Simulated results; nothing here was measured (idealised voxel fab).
The name of this process module is voxel spacer lines.
Cross-sectional view cut (width: 275 nm; square cell size: 5 nm).
In this document a cross-section is written as a grid of square cells. It is given as a series of bands, listed from the top down, and a band is one or more rows of cells. Within each band entry, the heights of the top and of the bottom of the band appear first, in that order and in nm; the materials of the band then follow from left to right, each with its corresponding width in nm. The designation "throughout" on a single material indicates that it fills the band from edge to edge; the designation "blank" indicates empty space. Heads up on the height convention: 0 is the point under which the incoming wafer is all one material, and the lowest band has no bottom, it just keeps going down, like "0 -> down". Per-row width for "30 to 40": begins at first number (top row of band), ends at second number (bottom row), increment between rows held constant. "changes: none" after a step means that no cell of the cross-section changed. Entry "Closed internal voids". Content: empty spaces with no open connection to the top, size 8 cells or greater. Each: width x height at distance. Distance: from left edge. Unit: nm. Heads up: the bit after the settings on a step's line is the simulator's remark on that step. overlay nm: where the mask lay relative to plan, measured to the right, on steps with a mask; negatives go left.

-- Planned process steps
1) RECEIVE,material Si
2) CONFORMAL_DEP,material Al2O3,thk nm 5
3) DIRECTIONAL_DEP,material SiN,thk nm 10
4) DIRECTIONAL_DEP,material aC,thk nm 20
5) PATTERN,tone cover,mask id MANDREL,material resist,width nm 15,pitch nm 60,thk nm 30,overlay nm 0
6) DIRECTIONAL_ETCH,etch materials aC,depth nm 20
7) STRIP,etch materials resist
8) CONFORMAL_DEP,material SiO2,thk nm 15
9) DIRECTIONAL_ETCH,etch materials SiO2,depth nm 15
10) STRIP,etch materials aC
11) DIRECTIONAL_ETCH,etch materials SiN,depth nm 10
12) STRIP,etch materials SiO2
13) FILL_DEP,material lowk,thk nm 5
14) CMP,height nm 15

-- Cross-section of the wafer at receipt, which is the condition after step 1
  0 -> down: Si throughout
  Closed internal voids: none

-- Cross-sectional view of the first of the two wafers upon completion of the module, processed in accordance with the plan
  15 -> 5: lowk 55 nm  SiN 15 nm  lowk 15 nm  SiN 15 nm  lowk 15 nm  SiN 15 nm  lowk 15 nm  SiN 15 nm  lowk 15 nm  SiN 15 nm  lowk 15 nm  SiN 15 nm  lowk 55 nm
  5 -> 0: Al2O3 throughout
  0 -> down: Si throughout
  Closed internal voids: none

-- Wafer two cross-section, module end. Start and plan unchanged from wafer one; one mistake made during the run
  15 -> 5: lowk 45 nm  SiN 15 nm  lowk 15 nm  SiN 15 nm  lowk 15 nm  SiN 15 nm  lowk 15 nm  SiN 15 nm  lowk 15 nm  SiN 15 nm  lowk 15 nm  SiN 15 nm  lowk 65 nm
  5 -> 0: Al2O3 throughout
  0 -> down: Si throughout
  Closed internal voids: none
Nonconformance to the process plan: step 5 ran differently from the plan; actual operation with settings: PATTERN,tone cover,mask id MANDREL,material resist,width nm 15,pitch nm 60,thk nm 30,overlay nm -10
Cell counts per material: same on both final wafers. Positions: different.
